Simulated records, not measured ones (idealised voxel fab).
The following process module bears the name voxel released beams.
It is cross-section cut that appears here, measuring 215 nm in width, its square cells being 5 nm in size.
Each cross-section below is a grid of square cells, stated as bands in top-down order, with one or more rows of cells making up each band. Within each band entry, the heights of the top and of the bottom of the band appear first, in that order and in nm; the materials of the band then follow from left to right, each with its corresponding width in nm. The designation "all across" on a single material indicates that it fills the band from edge to edge; the designation "air" indicates empty space. Heights are measured from 0, the level below which the as-received wafer is all one material; the lowest band has no bottom and continues downward, written as in "0..down". A width such as "30->40" changes by the same amount from each row of cells to the next, from the band's top row to its bottom row. "no modifications" for a step: no cell of the cross-section changed in that step. "Closed cavity list" lists enclosed empty spaces (at least 8 cells, no open path upward to the top), each as width x height at distance from the left edge, in nm. Text after the settings on a step's line: the simulator's own remark on that step. A step line may carry the setting "overlay nm", which, for steps involving a mask, states the distance by which the mask lay to the right of its intended position; negative values denote displacement to the left.
LISTED BELOW ARE THE PROCESS STEPS AS PLANNED
1 RECEIVE, material Si
2 CONFORMAL_DEP, material SiN, thk nm 5
3 DIRECTIONAL_DEP, material SiO2, thk nm 15
4 DIRECTIONAL_DEP, material aC, thk nm 15
5 PATTERN, tone open, mask id ANCHOR, material resist, width nm 30, thk nm 35, overlay nm 0
6 DIRECTIONAL_ETCH, etch materials aC, depth nm 15
7 STRIP, etch materials resist
8 DIRECTIONAL_ETCH, etch materials SiO2, depth nm 15
9 STRIP, etch materials aC
10 CONFORMAL_DEP, material TiN, thk nm 10
11 DIRECTIONAL_DEP, material aC, thk nm 10
12 PATTERN, tone cover, mask id BEAM, material resist, width nm 105, thk nm 30, overlay nm 0
13 DIRECTIONAL_ETCH, etch materials aC, depth nm 5
14 STRIP, etch materials resist
15 DIRECTIONAL_ETCH, etch materials TiN, depth nm 10
16 STRIP, etch materials aC
17 STRIP, etch materials SiO2
The wafers in this document start out alike and differ in the depth nm applied at step 13; the plan shows the value used for the first wafer.
RECEIVED WAFERS, FIRST OF SEVERAL: CROSS-SECTION AFTER STEP 1
- 0..down = Si all across
- Closed cavity list: none
SHOWN IN CROSS-SECTION: THE FIRST OF SEVERAL WAFERS AT THE END OF THE MODULE, AFTER ITS LAST STEP, STEP 17
- 30..20 = TiN=65, then air=10, then TiN=140
- 20..15 = SiO2=55, then TiN=10, then air=10, then TiN=10, then SiO2=130
- 15..5 = SiO2=55, then TiN=30, then SiO2=130
- 5..0 = SiN all across
- 0..down = Si all across
- Closed cavity list: none
SECTIONAL VIEW OF THE LAST WAFER UPON COMPLETION OF THE MODULE
- 30..20 = air=50, then TiN=15, then air=10, then TiN=80, then air=60
- 20..15 = air=55, then TiN=10, then air=10, then TiN=10, then air=130
- 15..5 = air=55, then TiN=30, then air=130
- 5..0 = SiN all across
- 0..down = Si all across
- Closed cavity list: none
THE FOLLOWING TABLE CONTAINS A ROW PER WAFER, IN WHICH ARE REPORTED, AT THE CONCLUSION OF THE MODULE, THE CELLS OF EACH MATERIAL GAINED (+) OR LOST (-) SINCE THE WAFER'S RECEIPT, WITH ITS CLOSED VOIDS GIVEN THEREAFTER
depth nm 5; +43 SiN; +111 SiO2; +98 TiN; Closed cavity list: none
depth nm 10; +43 SiN; +54 TiN; Closed cavity list: none
depth nm 15; +43 SiN; +54 TiN; Closed cavity list: none
depth nm 20; +43 SiN; +54 TiN; Closed cavity list: none
depth nm 25; +43 SiN; +54 TiN; Closed cavity list: none
